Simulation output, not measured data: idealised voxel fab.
A process module follows: voxel local oxidation.
cross-section cut | 290 nm wide | cells 5 nm
For the purposes of this document, a cross-section shall be understood as a grid of square cells, specified as bands listed in top-to-bottom order, each band consisting of one or more rows of cells. The band entry comprises the height of the band's top followed by the height of its bottom, expressed in nm, and subsequently the band's materials from left to right, each stated together with its width in nm. Where a single material is marked with the word "edge to edge", that material fills the band from edge to edge. The word "air" represents empty space. Heights are expressed relative to 0, this being the level below which the as-received wafer comprises one material exclusively. The lowest band is unbounded in the downward direction and is denoted as in "z 0 and below". Width spec "30..40" -> top row of cells at first value, bottom row at second value, equal per-row change in between. The cross-section has no changed cell in any step marked "remains unaltered". Enclosed voids (no open way to top), threshold 8 cells or more, entry "Sealed internal voids", notation width x height at distance, distance from left edge, nm. Whatever follows a step's settings on its line is a remark the simulator itself makes about that step. Among the settings permitted on a step's line is "overlay nm"; applied to a step with a mask, it specifies the extent to which the mask lay to the right of its planned position, whereas a negative figure signifies a position to the left.
# These are the steps we planned for the process
step 1: RECEIVE | material Si
step 2: OXIDIZE | depth nm 5
step 3: CONFORMAL_DEP | material SiN | thk nm 15
step 4: DIRECTIONAL_DEP | material aC | thk nm 15
step 5: PATTERN | tone cover | mask id ACTIVE | material resist | width nm 110 | thk nm 35 | overlay nm 0
step 6: DIRECTIONAL_ETCH | etch materials aC | depth nm 15
step 7: STRIP | etch materials resist
step 8: DIRECTIONAL_ETCH | etch materials SiN | depth nm 15
step 9: STRIP | etch materials aC
step 10: SELECTIVE_ETCH | etch materials SiO2 | depth nm 5
step 11: OXIDIZE | depth nm 15
step 12: STRIP | etch materials SiN
# The cross-section here shows the wafer as received, i.e. in its state after step 1
- z 0 and below: Si edge to edge
- Sealed internal voids: none
# End-of-module cross-section. Starting structure and process plan as above; one mistake made in running it
- z 0 to -5: air=90, SiO2=100, air=100
- z -5 to -20: SiO2=105, Si=70, SiO2=115
- z -20 and below: Si edge to edge
- Sealed internal voids: none
Misprocessing identified: step 5: run off-plan, actual operation and settings PATTERN | tone cover | mask id ACTIVE | material resist | width nm 110 | thk nm 35 | overlay nm -5
